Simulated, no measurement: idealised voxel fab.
Proc. module: voxel quadruple lines
Each square cell in cross-section cut measures 5 nm, and the section as a whole is 300 nm wide.
A cross-section in this document is a grid of square cells, and it is written down as bands, the top band listed before the ones below it; a band is made up of one or more rows of cells. For a band, the entry starts with two heights in nm, that of the top and then that of the bottom, and carries on with the band's materials in order from left to right, each alongside its width in nm; the word "full width" beside a single material means it fills the band edge to edge, and "blank" means empty space. We count height from 0. Below that, the starting wafer is all one material. The lowest band never ends at the bottom but goes on down; see "z 0 and below" for how that is written. Top row gets the first number, bottom row gets the second, and each row in between changes by the same step: that is how a band width like "30 to 40" works. "no change" means the step left every cell of the cross-section as it was. The label "Sealed void list" introduces a list of the empty spaces, 8 cells or larger, that have no open way up to the top; each entry in it reads width x height at distance, where the distance is taken from the left edge and all three are stated in nm. Where a step's line continues beyond its settings, the continuation is a remark by the simulator itself on that step. The line of a step may include "overlay nm". On a step with a mask, this value is how far to the right of its planned place the mask lay. A negative value means the mask lay to the left.
## The steps planned for the process are as follows
step 1: RECEIVE,material Si
step 2: CONFORMAL_DEP,material Al2O3,thk nm 5
step 3: DIRECTIONAL_DEP,material W,thk nm 15
step 4: DIRECTIONAL_DEP,material polySi,thk nm 20
step 5: DIRECTIONAL_DEP,material aC,thk nm 25
step 6: PATTERN,tone cover,mask id MANDREL,material resist,width nm 25,pitch nm 80,thk nm 35,overlay nm 0
step 7: DIRECTIONAL_ETCH,etch materials aC,depth nm 25
step 8: STRIP,etch materials resist
step 9: CONFORMAL_DEP,material SiO2,thk nm 15
step 10: DIRECTIONAL_ETCH,etch materials SiO2,depth nm 15
step 11: STRIP,etch materials aC
step 12: DIRECTIONAL_ETCH,etch materials polySi,depth nm 20
step 13: STRIP,etch materials SiO2
step 14: CONFORMAL_DEP,material SiCN,thk nm 5
step 15: DIRECTIONAL_ETCH,etch materials SiCN,depth nm 5
step 16: STRIP,etch materials polySi
step 17: DIRECTIONAL_ETCH,etch materials W,depth nm 15
step 18: STRIP,etch materials SiCN
step 19: FILL_DEP,material SiO2,thk nm 10
step 20: CMP,height nm 20
## Here's what the wafer looked like in cross-section when it arrived - that's after step 1
- z 0 and below: Si full width
- Sealed void list: none
## Final wafer profile in cross-section after the module, from the same start and plan as above, with one mistake made during processing
- z 20 to 15: SiO2 full width
- z 15 to 0: SiO2: 75; W: 5; SiO2: 15; W: 5; SiO2: 15; W: 5; SiO2: 15; W: 5; SiO2: 15; W: 5; SiO2: 15; W: 5; SiO2: 15; W: 5; SiO2: 15; W: 5; SiO2: 80
- z 0 and below: Si full width
- Sealed void list: none
The plan and the run diverged here: step 2 of the plan: omitted, not performed
